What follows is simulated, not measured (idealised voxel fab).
Process module in this document: voxel lift off
Square cells of 5 nm make up the cross-section cut, whose width is 175 nm.
A cross-section is a grid of square cells, given in bands from the top down. A band is one or more rows of cells. Band: top and bottom heights (nm) first, top before bottom; then materials from left to right, widths in nm. "edge to edge" marks a sole material filling the band edge to edge. "air" denotes empty space. Height is counted from the level 0, under which the received wafer is composed throughout of one material. The lowest of the bands is not closed at the bottom but continues downward, in the notation "z 0 and below". A width given as "30->40" starts at the first number in the band's top row and ends at the second number in its bottom row, shifting by an equal amount at every step from row to row. The cross-section has no changed cell in any step marked "identical to before". The list in "Closed-off voids" covers empty spaces of 8 cells or more that cannot reach the top through any open way, and it gives each as width x height at distance; the distance is from the left edge, and width, height and distance are in nm. Step line, after settings: the simulator's comment on this step. Regarding "overlay nm": on a step with a mask, it is the distance the mask lay to the right of its planned place; a negative value places it to the left.

Intended process steps:
| 1 | RECEIVE with material Si |
| 2 | CONFORMAL_DEP with material SiN, thk nm 10 |
| 3 | PATTERN with tone open, mask id LINES, material resist, width nm 15, pitch nm 45, thk nm 20, overlay nm 0 |
| 4 | DIRECTIONAL_DEP with material Ru, thk nm 10 |
| 5 | STRIP with etch materials resist |
| 6 | CONFORMAL_DEP with material SiN, thk nm 5 |

As received (post step 1): cross-section:
* z 0 and below: Si edge to edge
* Closed-off voids: none

Cross-section taken at module completion on the first of two wafers; processed per the plan:
* z 25 to 20: air=30, SiN=25, air=20, SiN=25, air=20, SiN=25, air=30
* z 20 to 15: air=30, SiN=5, Ru=15, SiN=5, air=20, SiN=5, Ru=15, SiN=5, air=20, SiN=5, Ru=15, SiN=5, air=30
* z 15 to 10: SiN=35, Ru=15, SiN=30, Ru=15, SiN=30, Ru=15, SiN=35
* z 10 to 0: SiN edge to edge
* z 0 and below: Si edge to edge
* Closed-off voids: none

So this is wafer number two of the two, cut at the end of the module - it started where the first did and had the same plan, we just got one thing wrong running it:
* z 25 to 20: air=25, SiN=25, air=20, SiN=25, air=20, SiN=25, air=35
* z 20 to 15: air=25, SiN=5, Ru=15, SiN=5, air=20, SiN=5, Ru=15, SiN=5, air=20, SiN=5, Ru=15, SiN=5, air=35
* z 15 to 10: SiN=30, Ru=15, SiN=30, Ru=15, SiN=30, Ru=15, SiN=40
* z 10 to 0: SiN edge to edge
* z 0 and below: Si edge to edge
* Closed-off voids: none
what went wrong: the process deviated at step 3: the operation and settings actually run there were PATTERN with tone open, mask id LINES, material resist, width nm 15, pitch nm 45, thk nm 20, overlay nm -5
At the end, each material covers as many cells on the second wafer as it does on the first, though the cells it covers are elsewhere.
